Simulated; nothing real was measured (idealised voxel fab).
process module | voxel trench capacitor
cross-section cut | 280 nm wide | cells 5 nm
A cross-section is a grid of square cells, given in bands from the top down. A band is one or more rows of cells.
Each band's line starts with the height of the band's top and of its bottom, in nm. Then come its materials from left to right, each with its width in nm. One material with "throughout" fills the band from edge to edge. "air" is empty space.
Height 0 is the level under which the wafer as received is all one material. The lowest band goes on downwards, as in "0 down".
A width such as "30 to 40" changes by the same amount from each row of cells to the next, from the band's top row to its bottom row.
"no change" after a step means that no cell of the cross-section changed.
closed voids: empty space of 8 cells or more with no open way to the top, each as width x height at its distance from the left edge, in nm
after a step's settings: what the simulator itself notes on the step
overlay nm, on a step with a mask: how far to the right of its planned place the mask lay; to the left if negative
plan
1 op RECEIVE | material Si
2 op CONFORMAL_DEP | material SiN | thk nm 10
3 op DIRECTIONAL_DEP | material aC | thk nm 10
4 op PATTERN | tone open | mask id TRENCH | material resist | width nm 15 | pitch nm 30 | thk nm 25 | overlay nm 0
5 op DIRECTIONAL_ETCH | etch materials aC | depth nm 10
6 op STRIP | etch materials resist
7 op DIRECTIONAL_ETCH | etch materials SiN | depth nm 10
8 op DIRECTIONAL_ETCH | etch materials Si | depth nm 30
9 op STRIP | etch materials aC
10 op CONFORMAL_DEP | material Al2O3 | thk nm 5
11 op FILL_DEP | material polySi | thk nm 5
12 op CMP | height nm 10
first wafer, as planned
as received, after step 1
  0 down: Si throughout
  closed voids: none
after step 2
  10 to 0: SiN throughout
  below 0: unchanged
after step 3
  20 to 10: aC throughout
  below 10: unchanged
after step 4
  45 to 20: resist 115 | air 15 | resist 15 | air 15 | resist 120
  below 20: unchanged
after step 5
  35 to 20: resist 115 | air 15 | resist 15 | air 15 | resist 120
  20 to 10: aC 115 | air 15 | aC 15 | air 15 | aC 120
  below 10: unchanged
after step 6
  20 to 10: aC 115 | air 15 | aC 15 | air 15 | aC 120
  below 10: unchanged
after step 7
  20 to 10: aC 115 | air 15 | aC 15 | air 15 | aC 120
  10 to 0: SiN 115 | air 15 | SiN 15 | air 15 | SiN 120
  below 0: unchanged
after step 8
  20 to 10: aC 115 | air 15 | aC 15 | air 15 | aC 120
  10 to 0: SiN 115 | air 15 | SiN 15 | air 15 | SiN 120
  0 to -30: Si 115 | air 15 | Si 15 | air 15 | Si 120
  below -30: unchanged
after step 9
  10 to 0: SiN 115 | air 15 | SiN 15 | air 15 | SiN 120
  below 0: unchanged
after step 10
  15 to 10: Al2O3 120 | air 5 | Al2O3 25 | air 5 | Al2O3 125
  10 to 0: SiN 115 | Al2O3 5 | air 5 | Al2O3 5 | SiN 15 | Al2O3 5 | air 5 | Al2O3 5 | SiN 120
  0 to -25: Si 115 | Al2O3 5 | air 5 | Al2O3 5 | Si 15 | Al2O3 5 | air 5 | Al2O3 5 | Si 120
  -25 to -30: Si 115 | Al2O3 15 | Si 15 | Al2O3 15 | Si 120
  below -30: unchanged
after step 11
  20 to 15: polySi throughout
  15 to 10: Al2O3 120 | polySi 5 | Al2O3 25 | polySi 5 | Al2O3 125
  10 to 0: SiN 115 | Al2O3 5 | polySi 5 | Al2O3 5 | SiN 15 | Al2O3 5 | polySi 5 | Al2O3 5 | SiN 120
  0 to -25: Si 115 | Al2O3 5 | polySi 5 | Al2O3 5 | Si 15 | Al2O3 5 | polySi 5 | Al2O3 5 | Si 120
  below -25: unchanged
after step 12
  10 to 0: SiN 115 | Al2O3 5 | polySi 5 | Al2O3 5 | SiN 15 | Al2O3 5 | polySi 5 | Al2O3 5 | SiN 120
  below 0: unchanged
second wafer: like start, like plan, one mistake. Through step 1 it matches the first wafer
when step 2 should have ended
  10 to 0: Al2O3 throughout
  below 0: unchanged
when step 3 should have ended
  20 to 10: aC throughout
  below 10: unchanged
when step 4 should have ended
  45 to 20: resist 115 | air 15 | resist 15 | air 15 | resist 120
  below 20: unchanged
when step 5 should have ended
  35 to 20: resist 115 | air 15 | resist 15 | air 15 | resist 120
  20 to 10: aC 115 | air 15 | aC 15 | air 15 | aC 120
  below 10: unchanged
when step 6 should have ended
  20 to 10: aC 115 | air 15 | aC 15 | air 15 | aC 120
  below 10: unchanged
when step 7 should have ended: no change
when step 8 should have ended: no change
when step 9 should have ended
  10 to 0: Al2O3 throughout
  below 0: unchanged
when step 10 should have ended
  15 to 0: Al2O3 throughout
  below 0: unchanged
when step 11 should have ended
  20 to 15: polySi throughout
  below 15: unchanged
when step 12 should have ended
  10 to 0: Al2O3 throughout
  below 0: unchanged
what went wrong: step 2 ran as: op CONFORMAL_DEP | material Al2O3 | thk nm 10
at the end the second wafer has, in cells: 78 more of Al2O3 | 36 more of Si | 100 fewer of SiN | 14 fewer of polySi
